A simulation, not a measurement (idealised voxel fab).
Documented hereafter: the process module known as voxel transistor to metal.
Xsec cut, 150 nm wide, square cell size 5 nm.
In this document a cross-section is written as a grid of square cells. It is given as a series of bands, listed from the top down, and a band is one or more rows of cells. Read a band's entry like this: the first values are the height of its top and the height of its bottom in nm, and what follows is the sequence of materials from left to right, each with its width in nm. Note that "empty" is empty space, and that a single material marked "full width" reaches across the band from edge to edge. It should be noted that heights are counted from 0, beneath which the wafer as supplied is of one material throughout, and that the lowest band possesses no lower boundary but continues downward, as written in "0..down". Think of "30..40" as a width that walks from the first number to the second as you go down the band, top row to bottom row, taking equal-sized steps from row to row. A step reported as "left unchanged" is a step in which no cell of the cross-section changed. For the entry "Closed empty spaces", the listed items are empty spaces with no open way to the top whose size is 8 cells or more; each item follows the pattern width x height at distance, where distance is from the left edge and all three are in nm. The remark found on a step's line after its settings is issued by the simulator itself and pertains to that step. overlay nm: on a step with a mask, how far right of its planned place the mask lay; negative means left.
Listed below are the process steps as planned:
1: RECEIVE [material Si]
2: OXIDIZE [depth nm 5]
3: CONFORMAL_DEP [material SiN] [thk nm 10]
4: MASKED_ETCH [tone cover] [mask id ACTIVE] [width nm 95] [etch materials SiN] [depth nm 10] [overlay nm 0]
5: MASKED_ETCH [tone cover] [mask id ACTIVE] [width nm 95] [etch materials SiO2] [depth nm 5] [overlay nm 0]
6: MASKED_ETCH [tone cover] [mask id ACTIVE] [width nm 95] [etch materials Si] [depth nm 25] [overlay nm 0]
7: FILL_DEP [material SiO2] [thk nm 15]
8: CMP [height nm 10]
9: SELECTIVE_ETCH [etch materials SiO2] [depth nm 10]
10: STRIP [etch materials SiN]
11: SELECTIVE_ETCH [etch materials SiO2] [depth nm 5]
12: OXIDIZE [depth nm 5]
13: DIRECTIONAL_DEP [material polySi] [thk nm 25]
14: DIRECTIONAL_DEP [material SiCN] [thk nm 15]
15: PATTERN [tone cover] [mask id GATE] [material resist] [width nm 25] [thk nm 20] [overlay nm 0]
16: DIRECTIONAL_ETCH [etch materials SiCN] [depth nm 25]
17: DIRECTIONAL_ETCH [etch materials polySi] [depth nm 35]
18: STRIP [etch materials resist]
19: CONFORMAL_DEP [material SiO2] [thk nm 5]
20: DIRECTIONAL_ETCH [etch materials SiO2] [depth nm 5]
21: CONFORMAL_DEP [material SiN] [thk nm 5]
22: DIRECTIONAL_ETCH [etch materials SiN] [depth nm 5]
23: DIRECTIONAL_ETCH [etch materials SiO2] [depth nm 5]
24: DIRECTIONAL_ETCH [etch materials Si] [depth nm 10]
25: EPI [material SiGe] [thk nm 10]
26: FILL_DEP [material SiO2] [thk nm 10]
27: CMP [height nm 35]
28: DIRECTIONAL_DEP [material SiO2] [thk nm 10]
29: MASKED_ETCH [tone open] [mask id CONTACT] [width nm 25] [pitch nm 60] [etch materials SiO2] [depth nm 55] [overlay nm 0]
30: CONFORMAL_DEP [material TiN] [thk nm 5]
31: FILL_DEP [material Ru] [thk nm 5]
32: CMP [height nm 45]
33: DIRECTIONAL_DEP [material TiN] [thk nm 5]
34: DIRECTIONAL_DEP [material Ru] [thk nm 20]
35: PATTERN [tone cover] [mask id METAL_1] [material resist] [width nm 15] [pitch nm 70] [thk nm 20] [overlay nm 0]
36: DIRECTIONAL_ETCH [etch materials Ru] [depth nm 20]
37: DIRECTIONAL_ETCH [etch materials TiN] [depth nm 5]
38: STRIP [etch materials resist]
39: CONFORMAL_DEP [material SiN] [thk nm 5]
40: FILL_DEP [material SiO2] [thk nm 5]
41: CMP [height nm 70]
42: CONFORMAL_DEP [material SiN] [thk nm 5]
On the first of the two wafers: run conducted according to plan:
Incoming wafer, cross-sectional view, post step 1:
* 0..down = Si full width
* Closed empty spaces: none
Step 2 complete: cross-section through the wafer:
* 0..-5 = SiO2 full width
* Anything lower than -5 is untouched.
Step 3 complete: cross-section through the wafer:
* 10..0 = SiN full width
* Anything lower than 0 is untouched.
Step 4 complete: cross-section through the wafer:
* 10..0 = empty=25; SiN=95; empty=30
* Anything lower than 0 is untouched.
Step 5 complete: cross-section through the wafer:
* 10..0 = empty=25; SiN=95; empty=30
* 0..-5 = empty=25; SiO2=95; empty=30
* Anything lower than -5 is untouched.
Step 6 complete: cross-section through the wafer:
* 10..0 = empty=25; SiN=95; empty=30
* 0..-5 = empty=25; SiO2=95; empty=30
* -5..-30 = empty=25; Si=95; empty=30
* Anything lower than -30 is untouched.
Step 7 complete: cross-section through the wafer:
* 25..10 = SiO2 full width
* 10..0 = SiO2=25; SiN=95; SiO2=30
* 0..-5 = SiO2 full width
* -5..-30 = SiO2=25; Si=95; SiO2=30
* Anything lower than -30 is untouched.
Step 8 complete: cross-section through the wafer:
* 10..0 = SiO2=25; SiN=95; SiO2=30
* Anything lower than 0 is untouched.
Step 9 complete: cross-section through the wafer:
* 10..0 = empty=25; SiN=95; empty=30
* Anything lower than 0 is untouched.
Step 10 complete: cross-section through the wafer:
* 0..-5 = SiO2 full width
* Anything lower than -5 is untouched.
Step 11 complete: cross-section through the wafer:
* -5..-30 = SiO2=25; Si=95; SiO2=30
* Anything lower than -30 is untouched.
Step 12 complete: cross-section through the wafer:
* -5..-10 = SiO2 full width
* Anything lower than -10 is untouched.
Step 13 complete: cross-section through the wafer:
* 20..-5 = polySi full width
* Anything lower than -5 is untouched.
Step 14 complete: cross-section through the wafer:
* 35..20 = SiCN full width
* Anything lower than 20 is untouched.
Step 15 complete: cross-section through the wafer:
* 55..35 = empty=60; resist=25; empty=65
* Anything lower than 35 is untouched.
Step 16 complete: cross-section through the wafer:
* 55..35 = empty=60; resist=25; empty=65
* 35..20 = empty=60; SiCN=25; empty=65
* Anything lower than 20 is untouched.
Step 17 complete: cross-section through the wafer:
* 55..35 = empty=60; resist=25; empty=65
* 35..20 = empty=60; SiCN=25; empty=65
* 20..-5 = empty=60; polySi=25; empty=65
* Anything lower than -5 is untouched.
Step 18 complete: cross-section through the wafer:
* 35..20 = empty=60; SiCN=25; empty=65
* Anything lower than 20 is untouched.
Step 19 complete: cross-section through the wafer:
* 40..35 = empty=55; SiO2=35; empty=60
* 35..20 = empty=55; SiO2=5; SiCN=25; SiO2=5; empty=60
* 20..0 = empty=55; SiO2=5; polySi=25; SiO2=5; empty=60
* 0..-5 = SiO2=60; polySi=25; SiO2=65
* Anything lower than -5 is untouched.
Step 20 complete: cross-section through the wafer:
* 35..20 = empty=55; SiO2=5; SiCN=25; SiO2=5; empty=60
* 20..-5 = empty=55; SiO2=5; polySi=25; SiO2=5; empty=60
* Anything lower than -5 is untouched.
Step 21 complete: cross-section through the wafer:
* 40..35 = empty=50; SiN=45; empty=55
* 35..20 = empty=50; SiN=5; SiO2=5; SiCN=25; SiO2=5; SiN=5; empty=55
* 20..0 = empty=50; SiN=5; SiO2=5; polySi=25; SiO2=5; SiN=5; empty=55
* 0..-5 = SiN=55; SiO2=5; polySi=25; SiO2=5; SiN=60
* Anything lower than -5 is untouched.
Step 22 complete: cross-section through the wafer:
* 35..20 = empty=50; SiN=5; SiO2=5; SiCN=25; SiO2=5; SiN=5; empty=55
* 20..-5 = empty=50; SiN=5; SiO2=5; polySi=25; SiO2=5; SiN=5; empty=55
* Anything lower than -5 is untouched.
Step 23 complete: cross-section through the wafer:
* 35..30 = empty=50; SiN=5; empty=5; SiCN=25; empty=5; SiN=5; empty=55
* 30..20 = empty=50; SiN=5; SiO2=5; SiCN=25; SiO2=5; SiN=5; empty=55
* 20..-5 = empty=50; SiN=5; SiO2=5; polySi=25; SiO2=5; SiN=5; empty=55
* -5..-10 = empty=50; SiO2=45; empty=55
* Anything lower than -10 is untouched.
Step 24 complete: cross-section through the wafer:
* 35..30 = empty=50; SiN=5; empty=5; SiCN=25; empty=5; SiN=5; empty=55
* 30..20 = empty=50; SiN=5; SiO2=5; SiCN=25; SiO2=5; SiN=5; empty=55
* 20..-5 = empty=50; SiN=5; SiO2=5; polySi=25; SiO2=5; SiN=5; empty=55
* -5..-10 = empty=50; SiO2=45; empty=55
* -10..-20 = SiO2=25; empty=25; Si=45; empty=25; SiO2=30
* Anything lower than -20 is untouched.
Step 25 complete: cross-section through the wafer:
* 35..30 = empty=50; SiN=5; empty=5; SiCN=25; empty=5; SiN=5; empty=55
* 30..20 = empty=50; SiN=5; SiO2=5; SiCN=25; SiO2=5; SiN=5; empty=55
* 20..0 = empty=50; SiN=5; SiO2=5; polySi=25; SiO2=5; SiN=5; empty=55
* 0..-5 = empty=40; SiGe=10; SiN=5; SiO2=5; polySi=25; SiO2=5; SiN=5; SiGe=10; empty=45
* -5..-10 = empty=40; SiGe=10; SiO2=45; SiGe=10; empty=45
* -10..-20 = SiO2=25; SiGe=25; Si=45; SiGe=25; SiO2=30
* Anything lower than -20 is untouched.
Step 26 complete: cross-section through the wafer:
* 45..35 = SiO2 full width
* 35..20 = SiO2=50; SiN=5; SiO2=5; SiCN=25; SiO2=5; SiN=5; SiO2=55
* 20..0 = SiO2=50; SiN=5; SiO2=5; polySi=25; SiO2=5; SiN=5; SiO2=55
* 0..-5 = SiO2=40; SiGe=10; SiN=5; SiO2=5; polySi=25; SiO2=5; SiN=5; SiGe=10; SiO2=45
* -5..-10 = SiO2=40; SiGe=10; SiO2=45; SiGe=10; SiO2=45
* Anything lower than -10 is untouched.
Step 27 complete: cross-section through the wafer:
* 35..20 = SiO2=50; SiN=5; SiO2=5; SiCN=25; SiO2=5; SiN=5; SiO2=55
* Anything lower than 20 is untouched.
Step 28 complete: cross-section through the wafer:
* 45..35 = SiO2 full width
* Anything lower than 35 is untouched.
Step 29 complete: cross-section through the wafer:
* 45..35 = SiO2=30; empty=25; SiO2=35; empty=25; SiO2=35
* 35..20 = SiO2=30; empty=20; SiN=5; SiO2=5; SiCN=25; SiO2=5; SiN=5; empty=20; SiO2=35
* 20..0 = SiO2=30; empty=20; SiN=5; SiO2=5; polySi=25; SiO2=5; SiN=5; empty=20; SiO2=35
* 0..-5 = SiO2=30; empty=10; SiGe=10; SiN=5; SiO2=5; polySi=25; SiO2=5; SiN=5; SiGe=10; empty=10; SiO2=35
* -5..-10 = SiO2=30; empty=10; SiGe=10; SiO2=45; SiGe=10; empty=10; SiO2=35
* Anything lower than -10 is untouched.
Step 30 complete: cross-section through the wafer:
* 50..45 = TiN=35; empty=15; TiN=45; empty=15; TiN=40
* 45..35 = SiO2=30; TiN=5; empty=15..10; TiN=5..10; SiO2=35; TiN=5..10; empty=15..10; TiN=5; SiO2=35
* 35..20 = SiO2=30; TiN=5; empty=10; TiN=5; SiN=5; SiO2=5; SiCN=25; SiO2=5; SiN=5; TiN=5; empty=10; TiN=5; SiO2=35
* 20..5 = SiO2=30; TiN=5; empty=10; TiN=5; SiN=5; SiO2=5; polySi=25; SiO2=5; SiN=5; TiN=5; empty=10; TiN=5; SiO2=35
* 5..0 = SiO2=30; TiN=20; SiN=5; SiO2=5; polySi=25; SiO2=5; SiN=5; TiN=20; SiO2=35
* 0..-5 = SiO2=30; TiN=10; SiGe=10; SiN=5; SiO2=5; polySi=25; SiO2=5; SiN=5; SiGe=10; TiN=10; SiO2=35
* -5..-10 = SiO2=30; TiN=10; SiGe=10; SiO2=45; SiGe=10; TiN=10; SiO2=35
* Anything lower than -10 is untouched.
Step 31 complete: cross-section through the wafer:
* 55..50 = Ru full width
* 50..45 = TiN=35; Ru=15; TiN=45; Ru=15; TiN=40
* 45..35 = SiO2=30; TiN=5; Ru=15..10; TiN=5..10; SiO2=35; TiN=5..10; Ru=15..10; TiN=5; SiO2=35
* 35..20 = SiO2=30; TiN=5; Ru=10; TiN=5; SiN=5; SiO2=5; SiCN=25; SiO2=5; SiN=5; TiN=5; Ru=10; TiN=5; SiO2=35
* 20..5 = SiO2=30; TiN=5; Ru=10; TiN=5; SiN=5; SiO2=5; polySi=25; SiO2=5; SiN=5; TiN=5; Ru=10; TiN=5; SiO2=35
* Anything lower than 5 is untouched.
Step 32 complete: cross-section through the wafer:
* 45..35 = SiO2=30; TiN=5; Ru=15..10; TiN=5..10; SiO2=35; TiN=5..10; Ru=15..10; TiN=5; SiO2=35
* Anything lower than 35 is untouched.
Step 33 complete: cross-section through the wafer:
* 50..45 = TiN full width
* Anything lower than 45 is untouched.
Step 34 complete: cross-section through the wafer:
* 70..50 = Ru full width
* Anything lower than 50 is untouched.
Step 35 complete: cross-section through the wafer:
* 90..70 = empty=30; resist=15; empty=55; resist=15; empty=35
* Anything lower than 70 is untouched.
Step 36 complete: cross-section through the wafer:
* 90..70 = empty=30; resist=15; empty=55; resist=15; empty=35
* 70..50 = empty=30; Ru=15; empty=55; Ru=15; empty=35
* Anything lower than 50 is untouched.
Step 37 complete: cross-section through the wafer:
* 90..70 = empty=30; resist=15; empty=55; resist=15; empty=35
* 70..50 = empty=30; Ru=15; empty=55; Ru=15; empty=35
* 50..45 = empty=30; TiN=15; empty=55; TiN=15; empty=35
* Anything lower than 45 is untouched.
Step 38 complete: cross-section through the wafer:
* 70..50 = empty=30; Ru=15; empty=55; Ru=15; empty=35
* Anything lower than 50 is untouched.
Step 39 complete: cross-section through the wafer:
* 75..70 = empty=25; SiN=25; empty=45; SiN=25; empty=30
* 70..50 = empty=25; SiN=5; Ru=15; SiN=5; empty=45; SiN=5; Ru=15; SiN=5; empty=30
* 50..45 = SiN=30; TiN=15; SiN=55; TiN=15; SiN=35
* Anything lower than 45 is untouched.
Step 40 complete: cross-section through the wafer:
* 80..75 = SiO2 full width
* 75..70 = SiO2=25; SiN=25; SiO2=45; SiN=25; SiO2=30
* 70..50 = SiO2=25; SiN=5; Ru=15; SiN=5; SiO2=45; SiN=5; Ru=15; SiN=5; SiO2=30
* Anything lower than 50 is untouched.
Step 41 complete: cross-section through the wafer:
* 70..50 = SiO2=25; SiN=5; Ru=15; SiN=5; SiO2=45; SiN=5; Ru=15; SiN=5; SiO2=30
* Anything lower than 50 is untouched.
Step 42 complete: cross-section through the wafer:
* 75..70 = SiN full width
* Anything lower than 70 is untouched.
It is to be noted that the second wafer proceeded from the same initial state and according to the same plan as the first, although one mistake was committed in its execution; through step 5, inclusive, the two wafers share an identical history:
Cross-section of the second wafer at the time step 6 of the plan should have ended:
* 10..0 = empty=25; SiN=95; empty=30
* 0..-5 = empty=25; SiO2=95; empty=30
* -5..-55 = empty=25; Si=95; empty=30
* Anything lower than -55 is untouched.
Cross-section of the second wafer at the time step 7 of the plan should have ended:
* 25..10 = SiO2 full width
* 10..0 = SiO2=25; SiN=95; SiO2=30
* 0..-5 = SiO2 full width
* -5..-55 = SiO2=25; Si=95; SiO2=30
* Anything lower than -55 is untouched.
Cross-section of the second wafer at the time step 8 of the plan should have ended:
* 10..0 = SiO2=25; SiN=95; SiO2=30
* Anything lower than 0 is untouched.
Cross-section of the second wafer at the time step 9 of the plan should have ended:
* 10..0 = empty=25; SiN=95; empty=30
* Anything lower than 0 is untouched.
Cross-section of the second wafer at the time step 10 of the plan should have ended:
* 0..-5 = SiO2 full width
* Anything lower than -5 is untouched.
Cross-section of the second wafer at the time step 11 of the plan should have ended:
* -5..-55 = SiO2=25; Si=95; SiO2=30
* Anything lower than -55 is untouched.
Cross-section of the second wafer at the time step 12 of the plan should have ended:
* -5..-10 = SiO2 full width
* Anything lower than -10 is untouched.
Cross-section of the second wafer at the time step 13 of the plan should have ended:
* 20..-5 = polySi full width
* Anything lower than -5 is untouched.
Cross-section of the second wafer at the time step 14 of the plan should have ended:
* 35..20 = SiCN full width
* Anything lower than 20 is untouched.
Cross-section of the second wafer at the time step 15 of the plan should have ended:
* 55..35 = empty=60; resist=25; empty=65
* Anything lower than 35 is untouched.
Cross-section of the second wafer at the time step 16 of the plan should have ended:
* 55..35 = empty=60; resist=25; empty=65
* 35..20 = empty=60; SiCN=25; empty=65
* Anything lower than 20 is untouched.
Cross-section of the second wafer at the time step 17 of the plan should have ended:
* 55..35 = empty=60; resist=25; empty=65
* 35..20 = empty=60; SiCN=25; empty=65
* 20..-5 = empty=60; polySi=25; empty=65
* Anything lower than -5 is untouched.
Cross-section of the second wafer at the time step 18 of the plan should have ended:
* 35..20 = empty=60; SiCN=25; empty=65
* Anything lower than 20 is untouched.
Cross-section of the second wafer at the time step 19 of the plan should have ended:
* 40..35 = empty=55; SiO2=35; empty=60
* 35..20 = empty=55; SiO2=5; SiCN=25; SiO2=5; empty=60
* 20..0 = empty=55; SiO2=5; polySi=25; SiO2=5; empty=60
* 0..-5 = SiO2=60; polySi=25; SiO2=65
* Anything lower than -5 is untouched.
Cross-section of the second wafer at the time step 20 of the plan should have ended:
* 35..20 = empty=55; SiO2=5; SiCN=25; SiO2=5; empty=60
* 20..-5 = empty=55; SiO2=5; polySi=25; SiO2=5; empty=60
* Anything lower than -5 is untouched.
Cross-section of the second wafer at the time step 21 of the plan should have ended:
* 40..35 = empty=50; SiN=45; empty=55
* 35..20 = empty=50; SiN=5; SiO2=5; SiCN=25; SiO2=5; SiN=5; empty=55
* 20..0 = empty=50; SiN=5; SiO2=5; polySi=25; SiO2=5; SiN=5; empty=55
* 0..-5 = SiN=55; SiO2=5; polySi=25; SiO2=5; SiN=60
* Anything lower than -5 is untouched.
Cross-section of the second wafer at the time step 22 of the plan should have ended:
* 35..20 = empty=50; SiN=5; SiO2=5; SiCN=25; SiO2=5; SiN=5; empty=55
* 20..-5 = empty=50; SiN=5; SiO2=5; polySi=25; SiO2=5; SiN=5; empty=55
* Anything lower than -5 is untouched.
Cross-section of the second wafer at the time step 23 of the plan should have ended:
* 35..30 = empty=50; SiN=5; empty=5; SiCN=25; empty=5; SiN=5; empty=55
* 30..20 = empty=50; SiN=5; SiO2=5; SiCN=25; SiO2=5; SiN=5; empty=55
* 20..-5 = empty=50; SiN=5; SiO2=5; polySi=25; SiO2=5; SiN=5; empty=55
* -5..-10 = empty=50; SiO2=45; empty=55
* Anything lower than -10 is untouched.
Cross-section of the second wafer at the time step 24 of the plan should have ended:
* 35..30 = empty=50; SiN=5; empty=5; SiCN=25; empty=5; SiN=5; empty=55
* 30..20 = empty=50; SiN=5; SiO2=5; SiCN=25; SiO2=5; SiN=5; empty=55
* 20..-5 = empty=50; SiN=5; SiO2=5; polySi=25; SiO2=5; SiN=5; empty=55
* -5..-10 = empty=50; SiO2=45; empty=55
* -10..-20 = SiO2=25; empty=25; Si=45; empty=25; SiO2=30
* Anything lower than -20 is untouched.
Cross-section of the second wafer at the time step 25 of the plan should have ended:
* 35..30 = empty=50; SiN=5; empty=5; SiCN=25; empty=5; SiN=5; empty=55
* 30..20 = empty=50; SiN=5; SiO2=5; SiCN=25; SiO2=5; SiN=5; empty=55
* 20..0 = empty=50; SiN=5; SiO2=5; polySi=25; SiO2=5; SiN=5; empty=55
* 0..-5 = empty=40; SiGe=10; SiN=5; SiO2=5; polySi=25; SiO2=5; SiN=5; SiGe=10; empty=45
* -5..-10 = empty=40; SiGe=10; SiO2=45; SiGe=10; empty=45
* -10..-20 = SiO2=25; SiGe=25; Si=45; SiGe=25; SiO2=30
* Anything lower than -20 is untouched.
Cross-section of the second wafer at the time step 26 of the plan should have ended:
* 45..35 = SiO2 full width
* 35..20 = SiO2=50; SiN=5; SiO2=5; SiCN=25; SiO2=5; SiN=5; SiO2=55
* 20..0 = SiO2=50; SiN=5; SiO2=5; polySi=25; SiO2=5; SiN=5; SiO2=55
* 0..-5 = SiO2=40; SiGe=10; SiN=5; SiO2=5; polySi=25; SiO2=5; SiN=5; SiGe=10; SiO2=45
* -5..-10 = SiO2=40; SiGe=10; SiO2=45; SiGe=10; SiO2=45
* Anything lower than -10 is untouched.
Cross-section of the second wafer at the time step 27 of the plan should have ended:
* 35..20 = SiO2=50; SiN=5; SiO2=5; SiCN=25; SiO2=5; SiN=5; SiO2=55
* Anything lower than 20 is untouched.
Cross-section of the second wafer at the time step 28 of the plan should have ended:
* 45..35 = SiO2 full width
* Anything lower than 35 is untouched.
Cross-section of the second wafer at the time step 29 of the plan should have ended:
* 45..35 = SiO2=30; empty=25; SiO2=35; empty=25; SiO2=35
* 35..20 = SiO2=30; empty=20; SiN=5; SiO2=5; SiCN=25; SiO2=5; SiN=5; empty=20; SiO2=35
* 20..0 = SiO2=30; empty=20; SiN=5; SiO2=5; polySi=25; SiO2=5; SiN=5; empty=20; SiO2=35
* 0..-5 = SiO2=30; empty=10; SiGe=10; SiN=5; SiO2=5; polySi=25; SiO2=5; SiN=5; SiGe=10; empty=10; SiO2=35
* -5..-10 = SiO2=30; empty=10; SiGe=10; SiO2=45; SiGe=10; empty=10; SiO2=35
* Anything lower than -10 is untouched.
Cross-section of the second wafer at the time step 30 of the plan should have ended:
* 50..45 = TiN=35; empty=15; TiN=45; empty=15; TiN=40
* 45..35 = SiO2=30; TiN=5; empty=15..10; TiN=5..10; SiO2=35; TiN=5..10; empty=15..10; TiN=5; SiO2=35
* 35..20 = SiO2=30; TiN=5; empty=10; TiN=5; SiN=5; SiO2=5; SiCN=25; SiO2=5; SiN=5; TiN=5; empty=10; TiN=5; SiO2=35
* 20..5 = SiO2=30; TiN=5; empty=10; TiN=5; SiN=5; SiO2=5; polySi=25; SiO2=5; SiN=5; TiN=5; empty=10; TiN=5; SiO2=35
* 5..0 = SiO2=30; TiN=20; SiN=5; SiO2=5; polySi=25; SiO2=5; SiN=5; TiN=20; SiO2=35
* 0..-5 = SiO2=30; TiN=10; SiGe=10; SiN=5; SiO2=5; polySi=25; SiO2=5; SiN=5; SiGe=10; TiN=10; SiO2=35
* -5..-10 = SiO2=30; TiN=10; SiGe=10; SiO2=45; SiGe=10; TiN=10; SiO2=35
* Anything lower than -10 is untouched.
Cross-section of the second wafer at the time step 31 of the plan should have ended:
* 55..50 = Ru full width
* 50..45 = TiN=35; Ru=15; TiN=45; Ru=15; TiN=40
* 45..35 = SiO2=30; TiN=5; Ru=15..10; TiN=5..10; SiO2=35; TiN=5..10; Ru=15..10; TiN=5; SiO2=35
* 35..20 = SiO2=30; TiN=5; Ru=10; TiN=5; SiN=5; SiO2=5; SiCN=25; SiO2=5; SiN=5; TiN=5; Ru=10; TiN=5; SiO2=35
* 20..5 = SiO2=30; TiN=5; Ru=10; TiN=5; SiN=5; SiO2=5; polySi=25; SiO2=5; SiN=5; TiN=5; Ru=10; TiN=5; SiO2=35
* Anything lower than 5 is untouched.
Cross-section of the second wafer at the time step 32 of the plan should have ended:
* 45..35 = SiO2=30; TiN=5; Ru=15..10; TiN=5..10; SiO2=35; TiN=5..10; Ru=15..10; TiN=5; SiO2=35
* Anything lower than 35 is untouched.
Cross-section of the second wafer at the time step 33 of the plan should have ended:
* 50..45 = TiN full width
* Anything lower than 45 is untouched.
Cross-section of the second wafer at the time step 34 of the plan should have ended:
* 70..50 = Ru full width
* Anything lower than 50 is untouched.
Cross-section of the second wafer at the time step 35 of the plan should have ended:
* 90..70 = empty=30; resist=15; empty=55; resist=15; empty=35
* Anything lower than 70 is untouched.
Cross-section of the second wafer at the time step 36 of the plan should have ended:
* 90..70 = empty=30; resist=15; empty=55; resist=15; empty=35
* 70..50 = empty=30; Ru=15; empty=55; Ru=15; empty=35
* Anything lower than 50 is untouched.
Cross-section of the second wafer at the time step 37 of the plan should have ended:
* 90..70 = empty=30; resist=15; empty=55; resist=15; empty=35
* 70..50 = empty=30; Ru=15; empty=55; Ru=15; empty=35
* 50..45 = empty=30; TiN=15; empty=55; TiN=15; empty=35
* Anything lower than 45 is untouched.
Cross-section of the second wafer at the time step 38 of the plan should have ended:
* 70..50 = empty=30; Ru=15; empty=55; Ru=15; empty=35
* Anything lower than 50 is untouched.
Cross-section of the second wafer at the time step 39 of the plan should have ended:
* 75..70 = empty=25; SiN=25; empty=45; SiN=25; empty=30
* 70..50 = empty=25; SiN=5; Ru=15; SiN=5; empty=45; SiN=5; Ru=15; SiN=5; empty=30
* 50..45 = SiN=30; TiN=15; SiN=55; TiN=15; SiN=35
* Anything lower than 45 is untouched.
Cross-section of the second wafer at the time step 40 of the plan should have ended:
* 80..75 = SiO2 full width
* 75..70 = SiO2=25; SiN=25; SiO2=45; SiN=25; SiO2=30
* 70..50 = SiO2=25; SiN=5; Ru=15; SiN=5; SiO2=45; SiN=5; Ru=15; SiN=5; SiO2=30
* Anything lower than 50 is untouched.
Cross-section of the second wafer at the time step 41 of the plan should have ended:
* 70..50 = SiO2=25; SiN=5; Ru=15; SiN=5; SiO2=45; SiN=5; Ru=15; SiN=5; SiO2=30
* Anything lower than 50 is untouched.
Cross-section of the second wafer at the time step 42 of the plan should have ended:
* 75..70 = SiN full width
* Anything lower than 70 is untouched.
Processing error: yeah, plan step 6 got run twice
Heads up, by the end the second wafer has more or fewer cells of some materials compared to the first: Si -55, SiO2 +55
